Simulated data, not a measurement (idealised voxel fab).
process module | voxel self aligned contacts
cross-section cut | 300 nm wide | cells 5 nm
A cross-section is a grid of square cells, given in bands from the top down. A band is one or more rows of cells.
Each band's line starts with the height of the band's top and of its bottom, in nm. Then come its materials from left to right, each with its width in nm. One material with "throughout" fills the band from edge to edge. "air" is empty space.
Height 0 is the level under which the wafer as received is all one material. The lowest band goes on downwards, as in "0 down".
A width such as "30 to 40" changes by the same amount from each row of cells to the next, from the band's top row to its bottom row.
"no change" after a step means that no cell of the cross-section changed.
closed voids: empty space of 8 cells or more with no open way to the top, each as width x height at its distance from the left edge, in nm
after a step's settings: what the simulator itself notes on the step
overlay nm, on a step with a mask: how far to the right of its planned place the mask lay; to the left if negative
plan
1 op RECEIVE | material Si
2 op OXIDIZE | depth nm 5
3 op DIRECTIONAL_DEP | material polySi | thk nm 30
4 op DIRECTIONAL_DEP | material SiN | thk nm 20
5 op DIRECTIONAL_DEP | material aC | thk nm 15
6 op PATTERN | tone cover | mask id GATE | material resist | width nm 35 | pitch nm 80 | thk nm 35 | overlay nm 0
7 op DIRECTIONAL_ETCH | etch materials aC | depth nm 15
8 op STRIP | etch materials resist
9 op DIRECTIONAL_ETCH | etch materials SiN | depth nm 20
10 op DIRECTIONAL_ETCH | etch materials polySi | depth nm 30
11 op STRIP | etch materials aC
12 op CONFORMAL_DEP | material SiN | thk nm 10
13 op DIRECTIONAL_ETCH | etch materials SiN | depth nm 10
14 op FILL_DEP | material SiO2 | thk nm 20
15 op CMP | height nm 60
16 op PATTERN | tone open | mask id CONTACT | material resist | width nm 65 | thk nm 15 | overlay nm 0
17 op DIRECTIONAL_ETCH | etch materials SiO2 | depth nm 65
18 op STRIP | etch materials resist
19 op CONFORMAL_DEP | material TiN | thk nm 5
20 op FILL_DEP | material W | thk nm 5
21 op CMP | height nm 60
22 op CONFORMAL_DEP | material SiN | thk nm 5
as received, after step 1
  0 down: Si throughout
  closed voids: none
first wafer at the end, as planned
  65 to 60: SiN throughout
  60 to 50: SiO2 115 | TiN 5 to 25 | W 55 to 15 | TiN 5 to 25 | SiO2 120
  50 to 30: SiO2 80 | SiN 55 | TiN 5 | W 15 | TiN 5 | SiN 55 | SiO2 85
  30 to 0: SiO2 80 | SiN 10 | polySi 35 | SiN 10 | TiN 5 | W 15 | TiN 5 | SiN 10 | polySi 35 | SiN 10 | SiO2 85
  0 to -5: SiO2 135 | TiN 25 | SiO2 140
  -5 down: Si throughout
  closed voids: none
second wafer at the end: like start, like plan, one mistake
  65 to 60: SiN throughout
  60 to 50: SiO2 80 | TiN 60 | W 15 | TiN 60 | SiO2 85
  50 to 30: SiO2 80 | TiN 10 | SiN 35 | TiN 15 | W 15 | TiN 15 | SiN 35 | TiN 10 | SiO2 85
  30 to 15: SiO2 80 | TiN 10 | polySi 35 | TiN 15 | W 15 | TiN 15 | polySi 35 | TiN 10 | SiO2 85
  15 to 10: SiO2 80 | TiN 10 | polySi 35 | TiN 45 | polySi 35 | TiN 10 | SiO2 85
  10 to 0: TiN 90 | polySi 35 | TiN 45 | polySi 35 | TiN 95
  0 to -5: SiO2 throughout
  -5 down: Si throughout
  closed voids: none
what went wrong: step 12 ran as: op CONFORMAL_DEP | material TiN | thk nm 10
at the end the second wafer has, in cells: 80 fewer of SiN | 89 fewer of SiO2 | 186 more of TiN | 17 fewer of W
